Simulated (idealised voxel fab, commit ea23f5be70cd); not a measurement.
Presented below is a process module, voxel ribs on slabs.
Xsec cut, 150 nm wide, square cell size 5 nm.
Each cross-section below is a grid of square cells, stated as bands in top-down order, with one or more rows of cells making up each band.
Top height, bottom height, nm. Materials left to right, width each, nm. Single material + "everywhere" = fills band edge to edge. "air" = empty.
Convention: height 0 is the level below which the wafer, as received, is all one material. The lowest band does not terminate at the bottom but continues downward, represented as "0 down".
Quick explanation for "30..40": the width changes in equal steps down the rows of cells, from the first number in the band's top row to the second number in its bottom row.
What does "nothing different" mean for a step? It means no cell of the cross-section changed in that step.
Listed in "Closed void roster": every empty space of 8 or more cells without an open way to the top. Form: width x height at distance, the distance being from the left edge, all in nm.
Post-settings text on a step line: simulator's own remark regarding the step.
overlay nm: for a step with a mask, the amount by which the mask lay right of where it was planned; a negative amount means left of it.
Plan
1) RECEIVE | material Si
2) DIRECTIONAL_DEP | material SiO2 | thk nm 25
3) DIRECTIONAL_DEP | material polySi | thk nm 25
4) MASKED_ETCH | tone cover | mask id RIB | width nm 20 | etch materials polySi | depth nm 5 | overlay nm 0
5) MASKED_ETCH | tone cover | mask id SLAB | width nm 50 | etch materials polySi | depth nm 20 | overlay nm 0
6) FILL_DEP | material SiO2 | thk nm 25
7) CMP | height nm 65
8) DIRECTIONAL_DEP | material W | thk nm 5
9) DIRECTIONAL_DEP | material aC | thk nm 10
10) PATTERN | tone cover | mask id HEATER | material resist | width nm 30 | thk nm 25 | overlay nm 0
11) DIRECTIONAL_ETCH | etch materials aC | depth nm 10
12) STRIP | etch materials resist
13) DIRECTIONAL_ETCH | etch materials W | depth nm 5
14) STRIP | etch materials aC
15) CONFORMAL_DEP | material SiN | thk nm 5
As-received state of the wafer in cross-section, equivalent to post-step 1
  0 down  Si everywhere
  Closed void roster: none
End state of the module in cross-section, given the above starting point and plan and one mistake in execution
  75 to 70  55 air | 40 SiN | 55 air
  70 to 65  60 SiN | 30 W | 60 SiN
  65 to 50  SiO2 everywhere
  50 to 45  70 SiO2 | 20 polySi | 60 SiO2
  45 to 25  50 SiO2 | 50 polySi | 50 SiO2
  25 to 0  SiO2 everywhere
  0 down  Si everywhere
  Closed void roster: none
Error vs. plan: step 4 went in with a setting other than planned; the actual run was MASKED_ETCH | tone cover | mask id RIB | width nm 20 | etch materials polySi | depth nm 5 | overlay nm 5
